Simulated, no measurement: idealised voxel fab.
process module | voxel lift off
cross-section cut | 295 nm wide | cells 5 nm
A cross-section is a grid of square cells, given in bands from the top down. A band is one or more rows of cells.
Each band's line starts with the height of the band's top and of its bottom, in nm. Then come its materials from left to right, each with its width in nm. One material with "throughout" fills the band from edge to edge. "air" is empty space.
Height 0 is the level under which the wafer as received is all one material. The lowest band goes on downwards, as in "0 down".
A width such as "30 to 40" changes by the same amount from each row of cells to the next, from the band's top row to its bottom row.
"no change" after a step means that no cell of the cross-section changed.
closed voids: empty space of 8 cells or more with no open way to the top, each as width x height at its distance from the left edge, in nm
after a step's settings: what the simulator itself notes on the step
overlay nm, on a step with a mask: how far to the right of its planned place the mask lay; to the left if negative
plan
1 op RECEIVE | material Si
2 op CONFORMAL_DEP | material SiO2 | thk nm 15
3 op PATTERN | tone open | mask id LINES | material resist | width nm 15 | pitch nm 35 | thk nm 25 | overlay nm 0
4 op DIRECTIONAL_DEP | material Ru | thk nm 15
5 op STRIP | etch materials resist
6 op CONFORMAL_DEP | material SiN | thk nm 5
as received, after step 1
  0 down: Si throughout
  closed voids: none
a wafer at the end: this start, this plan, one mistake
  35 to 30: air 80 | SiO2 25 | air 10 | SiO2 25 | air 10 | SiO2 25 | air 10 | SiO2 25 | air 85
  30 to 20: air 80 | SiO2 5 | Ru 15 | SiO2 5 | air 10 | SiO2 5 | Ru 15 | SiO2 5 | air 10 | SiO2 5 | Ru 15 | SiO2 5 | air 10 | SiO2 5 | Ru 15 | SiO2 5 | air 85
  20 to 15: SiO2 85 | Ru 15 | SiO2 20 | Ru 15 | SiO2 20 | Ru 15 | SiO2 20 | Ru 15 | SiO2 90
  15 to 0: SiO2 throughout
  0 down: Si throughout
  closed voids: none
what went wrong: step 6 ran as: op CONFORMAL_DEP | material SiO2 | thk nm 5
